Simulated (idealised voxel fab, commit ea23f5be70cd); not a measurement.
process module | voxel spacer lines
cross-section cut | 220 nm wide | cells 5 nm
A cross-section is a grid of square cells, given in bands from the top down. A band is one or more rows of cells.
Each band's line starts with the height of the band's top and of its bottom, in nm. Then come its materials from left to right, each with its width in nm. One material with "throughout" fills the band from edge to edge. "air" is empty space.
Height 0 is the level under which the wafer as received is all one material. The lowest band goes on downwards, as in "0 down".
A width such as "30 to 40" changes by the same amount from each row of cells to the next, from the band's top row to its bottom row.
"no change" after a step means that no cell of the cross-section changed.
closed voids: empty space of 8 cells or more with no open way to the top, each as width x height at its distance from the left edge, in nm
after a step's settings: what the simulator itself notes on the step
overlay nm, on a step with a mask: how far to the right of its planned place the mask lay; to the left if negative
plan
1 op RECEIVE | material Si
2 op CONFORMAL_DEP | material Al2O3 | thk nm 10
3 op DIRECTIONAL_DEP | material TiN | thk nm 15
4 op DIRECTIONAL_DEP | material polySi | thk nm 30
5 op PATTERN | tone cover | mask id MANDREL | material resist | width nm 15 | pitch nm 70 | thk nm 35 | overlay nm 0
6 op DIRECTIONAL_ETCH | etch materials polySi | depth nm 30
7 op STRIP | etch materials resist
8 op CONFORMAL_DEP | material SiO2 | thk nm 10
9 op DIRECTIONAL_ETCH | etch materials SiO2 | depth nm 10
10 op STRIP | etch materials polySi
11 op DIRECTIONAL_ETCH | etch materials TiN | depth nm 15
12 op STRIP | etch materials SiO2
13 op FILL_DEP | material SiO2 | thk nm 5
14 op CMP | height nm 25
varied across the wafers: width nm of step 5. The plan shows the first wafer's value. All wafers start alike
first wafer as received, after step 1
  0 down: Si throughout
  closed voids: none
each wafer at the end: cells of each material gained (+) or lost (-) since it was received, then its closed voids
width nm 15 | +88 Al2O3 | +108 SiO2 | +24 TiN | closed voids: none
width nm 20 | +88 Al2O3 | +108 SiO2 | +24 TiN | closed voids: none
width nm 25 | +88 Al2O3 | +108 SiO2 | +24 TiN | closed voids: none
width nm 30 | +88 Al2O3 | +108 SiO2 | +24 TiN | closed voids: none
width nm 35 | +88 Al2O3 | +108 SiO2 | +24 TiN | closed voids: none
width nm 40 | +88 Al2O3 | +108 SiO2 | +24 TiN | closed voids: none
